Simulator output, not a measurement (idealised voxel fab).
Process module, titled voxel trench capacitor
We display cut, a cross-section 285 nm in width whose square cells are each 5 nm.
Cross-section format: a grid of square cells, given as bands from top to bottom; each band is one or more rows of cells. Look at the band entry: it leads with the top's height and the bottom's height in nm. Then it lists the materials left to right, with a width in nm for each. The word "throughout" on a single material says that material fills the band edge to edge. The word "air" is empty space. Height 0 is the level under which the wafer as received is all one material. The lowest band goes on downwards, as in "0 nm and below". Quick explanation for "30->40": the width changes in equal steps down the rows of cells, from the first number in the band's top row to the second number in its bottom row. When a step is marked "remains unaltered", none of the cells in the cross-section changed during that step. "Entrapped voids" enumerates empty spaces isolated from the top, with no open way to it, that contain at least 8 cells, giving each as width x height at distance from the left edge, all three in nm. Step line, after settings: the simulator's comment on this step. The "overlay nm" setting may appear on a step's line; for a step that uses a mask, it gives how far to the right of its planned position the mask lay, and a negative value indicates the left.

**So here's the lineup of process steps we planned**
step 1: RECEIVE (material Si)
step 2: CONFORMAL_DEP (material SiN; thk nm 10)
step 3: MASKED_ETCH (tone open; mask id TRENCH; width nm 25; pitch nm 55; etch materials SiN; depth nm 10; overlay nm 0)
step 4: MASKED_ETCH (tone open; mask id TRENCH; width nm 25; pitch nm 55; etch materials Si; depth nm 40; overlay nm 0)
step 5: CONFORMAL_DEP (material HfO2; thk nm 5)
step 6: CONFORMAL_DEP (material TiN; thk nm 5)
step 7: FILL_DEP (material W; thk nm 10)
step 8: CMP (height nm 10)

**So this is the incoming wafer in cross-section - it's already been through step 1**
    0 nm and below: Si throughout
    Entrapped voids: none

**Cross-sectional view of the first of the two wafers upon completion of the module, processed in accordance with the plan**
    10 nm to 0 nm: SiN: 100 | HfO2: 5 | TiN: 5 | W: 5 | TiN: 5 | HfO2: 5 | SiN: 30 | HfO2: 5 | TiN: 5 | W: 5 | TiN: 5 | HfO2: 5 | SiN: 105
    0 nm to -30 nm: Si: 100 | HfO2: 5 | TiN: 5 | W: 5 | TiN: 5 | HfO2: 5 | Si: 30 | HfO2: 5 | TiN: 5 | W: 5 | TiN: 5 | HfO2: 5 | Si: 105
    -30 nm to -35 nm: Si: 100 | HfO2: 5 | TiN: 15 | HfO2: 5 | Si: 30 | HfO2: 5 | TiN: 15 | HfO2: 5 | Si: 105
    -35 nm to -40 nm: Si: 100 | HfO2: 25 | Si: 30 | HfO2: 25 | Si: 105
    -40 nm and below: Si throughout
    Entrapped voids: none

**End-of-module cross-section of the second wafer: identical starting point and process plan to the first, with one processing mistake**
    10 nm to 0 nm: SiN: 105 | HfO2: 5 | TiN: 15->10 | HfO2: 5->10 | SiN: 30 | HfO2: 5 | TiN: 15->10 | HfO2: 5->10 | SiN: 100
    0 nm to -35 nm: Si: 105 | HfO2: 5 | TiN: 10 | HfO2: 5 | Si: 35 | HfO2: 5 | TiN: 10 | HfO2: 5 | Si: 105
    -35 nm to -40 nm: Si: 105 | HfO2: 20 | Si: 35 | HfO2: 20 | Si: 105
    -40 nm and below: Si throughout
    Entrapped voids: none
What was the processing mistake? for step 3, the planned setting was not used; the step was instead run as MASKED_ETCH (tone open; mask id TRENCH; width nm 25; pitch nm 55; etch materials SiN; depth nm 10; overlay nm 5)
FYI, end of process, the second wafer has more or fewer cells of some materials than the first: +16 Si; -16 W
